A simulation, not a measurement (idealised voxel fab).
process module | voxel capacitor over wiring
cross-section cut | 220 nm wide | cells 5 nm
A cross-section is a grid of square cells, given in bands from the top down. A band is one or more rows of cells.
Each band's line starts with the height of the band's top and of its bottom, in nm. Then come its materials from left to right, each with its width in nm. One material with "throughout" fills the band from edge to edge. "air" is empty space.
Height 0 is the level under which the wafer as received is all one material. The lowest band goes on downwards, as in "0 down".
A width such as "30 to 40" changes by the same amount from each row of cells to the next, from the band's top row to its bottom row.
"no change" after a step means that no cell of the cross-section changed.
closed voids: empty space of 8 cells or more with no open way to the top, each as width x height at its distance from the left edge, in nm
after a step's settings: what the simulator itself notes on the step
overlay nm, on a step with a mask: how far to the right of its planned place the mask lay; to the left if negative
plan
1 op RECEIVE | material Si
2 op CONFORMAL_DEP | material SiO2 | thk nm 15
3 op DIRECTIONAL_DEP | material TiN | thk nm 5
4 op DIRECTIONAL_DEP | material Ru | thk nm 15
5 op DIRECTIONAL_DEP | material aC | thk nm 10
6 op PATTERN | tone cover | mask id METAL_1 | material resist | width nm 25 | pitch nm 85 | thk nm 30 | overlay nm 0
7 op DIRECTIONAL_ETCH | etch materials aC | depth nm 10
8 op STRIP | etch materials resist
9 op DIRECTIONAL_ETCH | etch materials Ru | depth nm 15
10 op DIRECTIONAL_ETCH | etch materials TiN | depth nm 5
11 op STRIP | etch materials aC
12 op CONFORMAL_DEP | material SiN | thk nm 5
13 op FILL_DEP | material SiO2 | thk nm 5
14 op CMP | height nm 35
15 op CONFORMAL_DEP | material SiCN | thk nm 5
16 op DIRECTIONAL_DEP | material lowk | thk nm 20
17 op PATTERN | tone open | mask id PLUG_1 | material resist | width nm 15 | thk nm 15 | overlay nm 0
18 op DIRECTIONAL_ETCH | etch materials lowk | depth nm 20
19 op DIRECTIONAL_ETCH | etch materials SiCN | depth nm 5
20 op STRIP | etch materials resist
21 op EPI | material Ru | thk nm 10
22 op EPI | material Ru | thk nm 10
23 op EPI | material Ru | thk nm 5
24 op DIRECTIONAL_DEP | material TiN | thk nm 10
25 op DIRECTIONAL_DEP | material Al2O3 | thk nm 5
26 op DIRECTIONAL_DEP | material TiN | thk nm 5
27 op MASKED_ETCH | tone cover | mask id UPPER_PLATE | width nm 65 | etch materials TiN | depth nm 5 | overlay nm 0
28 op MASKED_ETCH | tone cover | mask id UPPER_PLATE | width nm 65 | etch materials Al2O3 | depth nm 5 | overlay nm 0
29 op PATTERN | tone cover | mask id LOWER_PLATE | material resist | width nm 75 | thk nm 20 | overlay nm 0
30 op DIRECTIONAL_ETCH | etch materials TiN | depth nm 10
31 op STRIP | etch materials resist
32 op FILL_DEP | material SiO2 | thk nm 15
33 op CMP | height nm 90
34 op DIRECTIONAL_DEP | material aC | thk nm 10
35 op PATTERN | tone open | mask id PLUG_2 | material resist | width nm 15 | thk nm 30 | overlay nm 0
36 op DIRECTIONAL_ETCH | etch materials aC | depth nm 10
37 op STRIP | etch materials resist
38 op DIRECTIONAL_ETCH | etch materials SiO2 | depth nm 10
39 op STRIP | etch materials aC
40 op CONFORMAL_DEP | material TiN | thk nm 5
41 op FILL_DEP | material W | thk nm 5
42 op CMP | height nm 90
43 op CONFORMAL_DEP | material SiCN | thk nm 5
as received, after step 1
  0 down: Si throughout
  closed voids: none
a wafer at the end: this start, this plan, one mistake
  95 to 90: SiCN throughout
  90 to 85: SiO2 75 | TiN 5 | W 5 | TiN 5 | SiO2 130
  85 to 75: SiO2 75 to 65 | TiN 15 to 65 | SiO2 130 to 90
  75 to 70: SiO2 65 | Al2O3 65 | SiO2 90
  70 to 60: SiO2 60 | TiN 75 | SiO2 85
  60 to 40: lowk 65 | Ru 15 | lowk 140
  40 to 35: SiCN 65 | Ru 15 | SiCN 140
  35 to 20: lowk 50 | SiN 5 | Ru 25 | SiN 5 | lowk 50 | SiN 5 | Ru 25 | SiN 5 | lowk 50
  20 to 15: SiN 55 | TiN 25 | SiN 60 | TiN 25 | SiN 55
  15 to 0: SiO2 throughout
  0 down: Si throughout
  closed voids: none
what went wrong: step 13 ran as: op FILL_DEP | material lowk | thk nm 5
